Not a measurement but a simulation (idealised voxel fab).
process module | voxel local oxidation
cross-section cut | 240 nm wide | cells 5 nm
A cross-section is a grid of square cells, given in bands from the top down. A band is one or more rows of cells.
Each band's line starts with the height of the band's top and of its bottom, in nm. Then come its materials from left to right, each with its width in nm. One material with "throughout" fills the band from edge to edge. "air" is empty space.
Height 0 is the level under which the wafer as received is all one material. The lowest band goes on downwards, as in "0 down".
A width such as "30 to 40" changes by the same amount from each row of cells to the next, from the band's top row to its bottom row.
"no change" after a step means that no cell of the cross-section changed.
closed voids: empty space of 8 cells or more with no open way to the top, each as width x height at its distance from the left edge, in nm
after a step's settings: what the simulator itself notes on the step
overlay nm, on a step with a mask: how far to the right of its planned place the mask lay; to the left if negative
plan
1 op RECEIVE | material Si
2 op CONFORMAL_DEP | material SiO2 | thk nm 5
3 op CONFORMAL_DEP | material SiN | thk nm 10
4 op DIRECTIONAL_DEP | material aC | thk nm 15
5 op PATTERN | tone cover | mask id ACTIVE | material resist | width nm 115 | thk nm 30 | overlay nm -15
6 op DIRECTIONAL_ETCH | etch materials aC | depth nm 15
7 op STRIP | etch materials resist
8 op DIRECTIONAL_ETCH | etch materials SiN | depth nm 10
9 op STRIP | etch materials aC
10 op SELECTIVE_ETCH | etch materials SiO2 | depth nm 5
11 op OXIDIZE | depth nm 10
12 op STRIP | etch materials SiN
varied across the wafers: overlay nm of step 5. The plan shows the first wafer's value. All wafers start alike
first wafer as received, after step 1
  0 down: Si throughout
  closed voids: none
first wafer at the end, after step 12
  5 to 0: air 50 | SiO2 105 | air 85
  0 to -10: SiO2 60 | Si 85 | SiO2 95
  -10 down: Si throughout
  closed voids: none
last wafer at the end
  5 to 0: air 80 | SiO2 105 | air 55
  0 to -10: SiO2 90 | Si 85 | SiO2 65
  -10 down: Si throughout
  closed voids: none
each wafer at the end: cells of each material gained (+) or lost (-) since it was received, then its closed voids
overlay nm -15 | -62 Si | +83 SiO2 | closed voids: none
overlay nm -10 | -62 Si | +83 SiO2 | closed voids: none
overlay nm -5 | -62 Si | +83 SiO2 | closed voids: none
overlay nm 0 | -62 Si | +83 SiO2 | closed voids: none
overlay nm 5 | -62 Si | +83 SiO2 | closed voids: none
overlay nm 10 | -62 Si | +83 SiO2 | closed voids: none
overlay nm 15 | -62 Si | +83 SiO2 | closed voids: none
